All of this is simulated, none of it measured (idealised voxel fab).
The process module that follows is named voxel gate over fins.
The figure presents cross-section cut, which has a width of 180 nm and is divided into square cells with an edge length of 5 nm.
Format of a cross-section: grid, square cells. Given as bands. Order: top down. Band: one or more rows of cells.
What a band's entry tells you: where the top is and where the bottom is, as heights in nm, and after that what lies inside, material by material from left to right, each with its width in nm. Empty space is written as the word "air", and a single material marked with the word "everywhere" occupies the band from edge to edge.
Heights from 0 (as-received wafer is one material below). Bottom band endless downward, as "0 -> down".
Read "30->40" as a graded width: first number on top, second number at the bottom, same change between each pair of neighbouring rows.
Any step labelled "all unchanged" changed none of the cells in the cross-section.
"Listed closed voids": sealed empty spaces, 8 cells or more, no open way to top, listed width x height at distance, with distance from the left edge and width, height and distance in nm.
Read whatever lies past the settings on a step's line as the simulator's own remark about the step.
The "overlay nm" setting may appear on a step's line; for a step that uses a mask, it gives how far to the right of its planned position the mask lay, and a negative value indicates the left.
THE STEPS PLANNED FOR THE PROCESS ARE AS FOLLOWS
- 1: RECEIVE: material Si
- 2: CONFORMAL_DEP: material SiN, thk nm 10
- 3: PATTERN: tone cover, mask id FINS, material resist, width nm 15, pitch nm 35, thk nm 20, overlay nm 0
- 4: DIRECTIONAL_ETCH: etch materials SiN, depth nm 10
- 5: DIRECTIONAL_ETCH: etch materials Si, depth nm 35
- 6: STRIP: etch materials resist
- 7: OXIDIZE: depth nm 5
- 8: FILL_DEP: material SiO2, thk nm 5
- 9: CMP: height nm 10
- 10: SELECTIVE_ETCH: etch materials SiO2, depth nm 25
- 11: STRIP: etch materials SiN
- 12: CONFORMAL_DEP: material HfO2, thk nm 5
- 13: CONFORMAL_DEP: material TiN, thk nm 5
- 14: FILL_DEP: material W, thk nm 10
- 15: CMP: height nm 15
- 16: CONFORMAL_DEP: material SiN, thk nm 5
SHOWN IN CROSS-SECTION IS THE WAFER AS RECEIVED, THAT IS, AS IT STANDS AFTER STEP 1
	0 -> down  Si everywhere
	Listed closed voids: none
THE CROSS-SECTION SHOWN CORRESPONDS TO THE WAFER AT THE CONCLUSION OF THE MODULE. THE INITIAL STRUCTURE AND THE PROCESS PLAN ARE THOSE PRESENTED ABOVE; HOWEVER, ONE MISTAKE OCCURRED IN EXECUTING THE PLAN
	20 -> 15  SiN everywhere
	15 -> 10  W everywhere
	10 -> 5  W=15  TiN=25  W=10  TiN=25  W=10  TiN=25  W=10  TiN=25  W=35
	5 -> 0  W=15  TiN=5  HfO2=15  TiN=5  W=10  TiN=5  HfO2=15  TiN=5  W=10  TiN=5  HfO2=15  TiN=5  W=10  TiN=5  HfO2=15  TiN=5  W=35
	0 -> -5  W=15  TiN=5  HfO2=5  Si=5  HfO2=5  TiN=5  W=10  TiN=5  HfO2=5  Si=5  HfO2=5  TiN=5  W=10  TiN=5  HfO2=5  Si=5  HfO2=5  TiN=5  W=10  TiN=5  HfO2=5  Si=5  HfO2=5  TiN=5  W=35
	-5 -> -10  TiN=20  HfO2=5  Si=5  HfO2=5  TiN=20  HfO2=5  Si=5  HfO2=5  TiN=20  HfO2=5  Si=5  HfO2=5  TiN=20  HfO2=5  Si=5  HfO2=5  TiN=40
	-10 -> -15  HfO2=25  Si=5  HfO2=30  Si=5  HfO2=30  Si=5  HfO2=30  Si=5  HfO2=45
	-15 -> -40  SiO2=25  Si=5  SiO2=30  Si=5  SiO2=30  Si=5  SiO2=30  Si=5  SiO2=45
	-40 -> down  Si everywhere
	Listed closed voids: none
Finding, execution versus plan: note that step 3 departed from the planned setting and was carried out as PATTERN: tone cover, mask id FINS, material resist, width nm 15, pitch nm 35, thk nm 20, overlay nm -10
